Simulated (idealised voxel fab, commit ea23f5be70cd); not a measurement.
The name of this process module is voxel self aligned vias.
For reference, the cross-section in this document is cut, with width 255 nm and square cells of 5 nm.
Square cells in a grid make up a cross-section in this document, and the grid is given as bands, listed from the top down, each one or more rows of cells.
Each band's line starts with the height of the band's top and of its bottom, in nm. Then come its materials from left to right, each with its width in nm. One material with "edge to edge" fills the band from edge to edge. "blank" is empty space.
Height 0 is the level under which the wafer as received is all one material. The lowest band goes on downwards, as in "0 down".
Think of "30->40" as a width that walks from the first number to the second as you go down the band, top row to bottom row, taking equal-sized steps from row to row.
For the purposes of this document, the phrase "same as before" attached to a step denotes that no cell within the cross-section was modified by that step.
For the entry "Trapped void list", the listed items are empty spaces with no open way to the top whose size is 8 cells or more; each item follows the pattern width x height at distance, where distance is from the left edge and all three are in nm.
It should be noted that, on the line of a given step, the content following the step's settings is a remark produced by the simulator itself with respect to that step.
On any step carrying a mask, the "overlay nm" setting, if present on the step's line, tells how far right of its planned place the mask lay; negative values point to the left.

-- The steps planned for the process are as follows
1) RECEIVE | material Si
2) CONFORMAL_DEP | material SiO2 | thk nm 15
3) CONFORMAL_DEP | material SiCN | thk nm 5
4) DIRECTIONAL_DEP | material lowk | thk nm 25
5) PATTERN | tone open | mask id LINES | material resist | width nm 30 | pitch nm 70 | thk nm 15 | overlay nm 0
6) DIRECTIONAL_ETCH | etch materials lowk | depth nm 25
7) STRIP | etch materials resist
8) CONFORMAL_DEP | material TiN | thk nm 5
9) FILL_DEP | material W | thk nm 10
10) CMP | height nm 45
11) SELECTIVE_ETCH | etch materials W Ru TiN | depth nm 5
12) FILL_DEP | material SiN | thk nm 5
13) CMP | height nm 45
14) DIRECTIONAL_DEP | material lowk | thk nm 15
15) DIRECTIONAL_DEP | material aC | thk nm 15
16) PATTERN | tone open | mask id VIAS | material resist | width nm 50 | pitch nm 70 | thk nm 30 | overlay nm 0
17) DIRECTIONAL_ETCH | etch materials aC | depth nm 15
18) STRIP | etch materials resist
19) DIRECTIONAL_ETCH | etch materials lowk | depth nm 15
20) DIRECTIONAL_ETCH | etch materials SiN | depth nm 5
21) STRIP | etch materials aC
22) CONFORMAL_DEP | material TiN | thk nm 5
23) FILL_DEP | material Cu | thk nm 10
24) CMP | height nm 60
25) CONFORMAL_DEP | material SiN | thk nm 5

-- First wafer of two (run as planned)

-- Received-state cross-section, reflecting completion of step 1
    0 down  Si edge to edge
    Trapped void list: none

-- Step 2 complete: cross-section through the wafer
    15 to 0  SiO2 edge to edge
    Under 0: no change, same as before.

-- Step 3 complete: cross-section through the wafer
    20 to 15  SiCN edge to edge
    Under 15: no change, same as before.

-- Step 4 complete: cross-section through the wafer
    45 to 20  lowk edge to edge
    Under 20: no change, same as before.

-- Step 5 complete: cross-section through the wafer
    60 to 45  75 nm resist / 30 nm blank / 40 nm resist / 30 nm blank / 80 nm resist
    Under 45: no change, same as before.

-- Step 6 complete: cross-section through the wafer
    60 to 45  75 nm resist / 30 nm blank / 40 nm resist / 30 nm blank / 80 nm resist
    45 to 20  75 nm lowk / 30 nm blank / 40 nm lowk / 30 nm blank / 80 nm lowk
    Under 20: no change, same as before.

-- Step 7 complete: cross-section through the wafer
    45 to 20  75 nm lowk / 30 nm blank / 40 nm lowk / 30 nm blank / 80 nm lowk
    Under 20: no change, same as before.

-- Step 8 complete: cross-section through the wafer
    50 to 45  80 nm TiN / 20 nm blank / 50 nm TiN / 20 nm blank / 85 nm TiN
    45 to 25  75 nm lowk / 5 nm TiN / 20 nm blank / 5 nm TiN / 40 nm lowk / 5 nm TiN / 20 nm blank / 5 nm TiN / 80 nm lowk
    25 to 20  75 nm lowk / 30 nm TiN / 40 nm lowk / 30 nm TiN / 80 nm lowk
    Under 20: no change, same as before.

-- Step 9 complete: cross-section through the wafer
    60 to 50  W edge to edge
    50 to 45  80 nm TiN / 20 nm W / 50 nm TiN / 20 nm W / 85 nm TiN
    45 to 25  75 nm lowk / 5 nm TiN / 20 nm W / 5 nm TiN / 40 nm lowk / 5 nm TiN / 20 nm W / 5 nm TiN / 80 nm lowk
    Under 25: no change, same as before.

-- Step 10 complete: cross-section through the wafer
    45 to 25  75 nm lowk / 5 nm TiN / 20 nm W / 5 nm TiN / 40 nm lowk / 5 nm TiN / 20 nm W / 5 nm TiN / 80 nm lowk
    Under 25: no change, same as before.

-- Step 11 complete: cross-section through the wafer
    45 to 40  75 nm lowk / 30 nm blank / 40 nm lowk / 30 nm blank / 80 nm lowk
    Under 40: no change, same as before.

-- Step 12 complete: cross-section through the wafer
    50 to 45  SiN edge to edge
    45 to 40  75 nm lowk / 30 nm SiN / 40 nm lowk / 30 nm SiN / 80 nm lowk
    Under 40: no change, same as before.

-- Step 13 complete: cross-section through the wafer
    45 to 40  75 nm lowk / 30 nm SiN / 40 nm lowk / 30 nm SiN / 80 nm lowk
    Under 40: no change, same as before.

-- Step 14 complete: cross-section through the wafer
    60 to 45  lowk edge to edge
    Under 45: no change, same as before.

-- Step 15 complete: cross-section through the wafer
    75 to 60  aC edge to edge
    Under 60: no change, same as before.

-- Step 16 complete: cross-section through the wafer
    105 to 75  65 nm resist / 50 nm blank / 20 nm resist / 50 nm blank / 70 nm resist
    Under 75: no change, same as before.

-- Step 17 complete: cross-section through the wafer
    90 to 75  65 nm resist / 50 nm blank / 20 nm resist / 50 nm blank / 70 nm resist
    75 to 60  65 nm aC / 50 nm blank / 20 nm aC / 50 nm blank / 70 nm aC
    Under 60: no change, same as before.

-- Step 18 complete: cross-section through the wafer
    75 to 60  65 nm aC / 50 nm blank / 20 nm aC / 50 nm blank / 70 nm aC
    Under 60: no change, same as before.

-- Step 19 complete: cross-section through the wafer
    75 to 60  65 nm aC / 50 nm blank / 20 nm aC / 50 nm blank / 70 nm aC
    60 to 45  65 nm lowk / 50 nm blank / 20 nm lowk / 50 nm blank / 70 nm lowk
    Under 45: no change, same as before.

-- Step 20 complete: cross-section through the wafer
    75 to 60  65 nm aC / 50 nm blank / 20 nm aC / 50 nm blank / 70 nm aC
    60 to 45  65 nm lowk / 50 nm blank / 20 nm lowk / 50 nm blank / 70 nm lowk
    45 to 40  75 nm lowk / 30 nm blank / 40 nm lowk / 30 nm blank / 80 nm lowk
    Under 40: no change, same as before.

-- Step 21 complete: cross-section through the wafer
    60 to 45  65 nm lowk / 50 nm blank / 20 nm lowk / 50 nm blank / 70 nm lowk
    Under 45: no change, same as before.

-- Step 22 complete: cross-section through the wafer
    65 to 60  70 nm TiN / 40 nm blank / 30 nm TiN / 40 nm blank / 75 nm TiN
    60 to 50  65 nm lowk / 5 nm TiN / 40 nm blank / 5 nm TiN / 20 nm lowk / 5 nm TiN / 40 nm blank / 5 nm TiN / 70 nm lowk
    50 to 45  65 nm lowk / 15 nm TiN / 20 nm blank / 15 nm TiN / 20 nm lowk / 15 nm TiN / 20 nm blank / 15 nm TiN / 70 nm lowk
    45 to 40  75 nm lowk / 30 nm TiN / 40 nm lowk / 30 nm TiN / 80 nm lowk
    Under 40: no change, same as before.

-- Step 23 complete: cross-section through the wafer
    75 to 65  Cu edge to edge
    65 to 60  70 nm TiN / 40 nm Cu / 30 nm TiN / 40 nm Cu / 75 nm TiN
    60 to 50  65 nm lowk / 5 nm TiN / 40 nm Cu / 5 nm TiN / 20 nm lowk / 5 nm TiN / 40 nm Cu / 5 nm TiN / 70 nm lowk
    50 to 45  65 nm lowk / 15 nm TiN / 20 nm Cu / 15 nm TiN / 20 nm lowk / 15 nm TiN / 20 nm Cu / 15 nm TiN / 70 nm lowk
    Under 45: no change, same as before.

-- Step 24 complete: cross-section through the wafer
    60 to 50  65 nm lowk / 5 nm TiN / 40 nm Cu / 5 nm TiN / 20 nm lowk / 5 nm TiN / 40 nm Cu / 5 nm TiN / 70 nm lowk
    Under 50: no change, same as before.

-- Step 25 complete: cross-section through the wafer
    65 to 60  SiN edge to edge
    Under 60: no change, same as before.

-- Wafer two. Identical start, identical plan. One mistake in execution. Identical history through step 23

-- when step 24 should have ended
    55 to 45  65 nm lowk / 5->15 nm TiN / 40->20 nm Cu / 5->15 nm TiN / 20 nm lowk / 5->15 nm TiN / 40->20 nm Cu / 5->15 nm TiN / 70 nm lowk
    Under 45: no change, same as before.

-- when step 25 should have ended
    60 to 55  SiN edge to edge
    Under 55: no change, same as before.
Run error: step 24 ran as: CMP | height nm 55
Once processing is complete, comparing cell counts shows that the second wafer has more or fewer of certain materials than the first: -16 Cu; -4 TiN; -31 lowk
